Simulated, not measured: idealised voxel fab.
The following is a process module called voxel capacitor over wiring.
Cross-section cut: width 295 nm, square cells of 5 nm.
Throughout this document, each cross-section is represented as a grid of square cells and is presented as a sequence of bands enumerated from the top downward, where a band comprises one or more rows of cells. Band entry format. Leading values: height of top, height of bottom, nm. Remainder: materials in left-to-right order, each with its width in nm. Special words: "everywhere" on a single material, which then fills the band edge to edge; "empty", empty space. Heights are expressed relative to 0, this being the level below which the as-received wafer comprises one material exclusively. The lowest band is unbounded in the downward direction and is denoted as in "0 nm and below". With a width like "30..40", each row of cells in the band differs from the next by the same amount, the top row carrying the first number and the bottom row the second. "everything unchanged", as given for a step, is the statement that not any cell of the cross-section underwent a change during that step. What "Sealed voids" gives you is every empty space of 8 cells or more that is cut off from the top. Each appears as width x height at distance, with the distance taken from the left edge and width, height and distance all in nm. Where a step's line continues beyond its settings, the continuation is a remark by the simulator itself on that step. A step line may carry the setting "overlay nm", which, for steps involving a mask, states the distance by which the mask lay to the right of its intended position; negative values denote displacement to the left.
**The process steps that were planned are listed below**
1. RECEIVE: material Si
2. CONFORMAL_DEP: material SiO2, thk nm 10
3. DIRECTIONAL_DEP: material TiN, thk nm 5
4. DIRECTIONAL_DEP: material Ru, thk nm 20
5. PATTERN: tone cover, mask id METAL_1, material resist, width nm 20, pitch nm 80, thk nm 15, overlay nm 0
6. DIRECTIONAL_ETCH: etch materials Ru, depth nm 20
7. DIRECTIONAL_ETCH: etch materials TiN, depth nm 5
8. STRIP: etch materials resist
9. CONFORMAL_DEP: material SiN, thk nm 5
10. FILL_DEP: material SiO2, thk nm 10
11. CMP: height nm 35
12. CONFORMAL_DEP: material SiCN, thk nm 5
13. DIRECTIONAL_DEP: material SiO2, thk nm 20
14. MASKED_ETCH: tone open, mask id PLUG_1, width nm 15, etch materials SiO2, depth nm 20, overlay nm 0
15. MASKED_ETCH: tone open, mask id PLUG_1, width nm 15, etch materials SiCN, depth nm 5, overlay nm -15
16. CONFORMAL_DEP: material TiN, thk nm 5
17. FILL_DEP: material W, thk nm 10
18. CMP: height nm 60
19. DIRECTIONAL_DEP: material TiN, thk nm 5
20. DIRECTIONAL_DEP: material Al2O3, thk nm 5
21. DIRECTIONAL_DEP: material TiN, thk nm 5
22. MASKED_ETCH: tone cover, mask id UPPER_PLATE, width nm 65, etch materials TiN, depth nm 5, overlay nm 0
23. MASKED_ETCH: tone cover, mask id UPPER_PLATE, width nm 65, etch materials Al2O3, depth nm 5, overlay nm 0
24. PATTERN: tone cover, mask id LOWER_PLATE, material resist, width nm 75, thk nm 20, overlay nm 0
25. DIRECTIONAL_ETCH: etch materials TiN, depth nm 5
26. STRIP: etch materials resist
27. FILL_DEP: material SiO2, thk nm 20
28. CMP: height nm 90
29. PATTERN: tone open, mask id PLUG_2, material resist, width nm 15, thk nm 20, overlay nm 0
30. DIRECTIONAL_ETCH: etch materials SiO2, depth nm 15
31. STRIP: etch materials resist
32. CONFORMAL_DEP: material TiN, thk nm 5
33. FILL_DEP: material Ru, thk nm 10
34. CMP: height nm 90
35. CONFORMAL_DEP: material SiCN, thk nm 5
Don't read the plan's overlay nm for step 15 as applying to every wafer: that's the first wafer's value, and the wafers differ in it, though they all start identical.
**Cut through the first of several wafers as received, post step 1**
* 0 nm and below  Si everywhere
* Sealed voids: none
**Rows = wafers. At module end, each row lists per material the cells gained (+) or lost (-) since the wafer was received, then the closed voids**
overlay nm -15; +13 Al2O3; +34 Ru; +118 SiCN; +67 SiN; +834 SiO2; +52 TiN; +3 W; Sealed voids: none
overlay nm -10; +13 Al2O3; +34 Ru; +117 SiCN; +67 SiN; +834 SiO2; +53 TiN; +3 W; Sealed voids: none
overlay nm -5; +13 Al2O3; +34 Ru; +116 SiCN; +67 SiN; +834 SiO2; +54 TiN; +3 W; Sealed voids: none
overlay nm 0; +13 Al2O3; +34 Ru; +115 SiCN; +67 SiN; +834 SiO2; +54 TiN; +4 W; Sealed voids: none
overlay nm 5; +13 Al2O3; +34 Ru; +116 SiCN; +67 SiN; +834 SiO2; +54 TiN; +3 W; Sealed voids: none
overlay nm 10; +13 Al2O3; +34 Ru; +117 SiCN; +67 SiN; +834 SiO2; +53 TiN; +3 W; Sealed voids: none
overlay nm 15; +13 Al2O3; +34 Ru; +118 SiCN; +67 SiN; +834 SiO2; +52 TiN; +3 W; Sealed voids: none
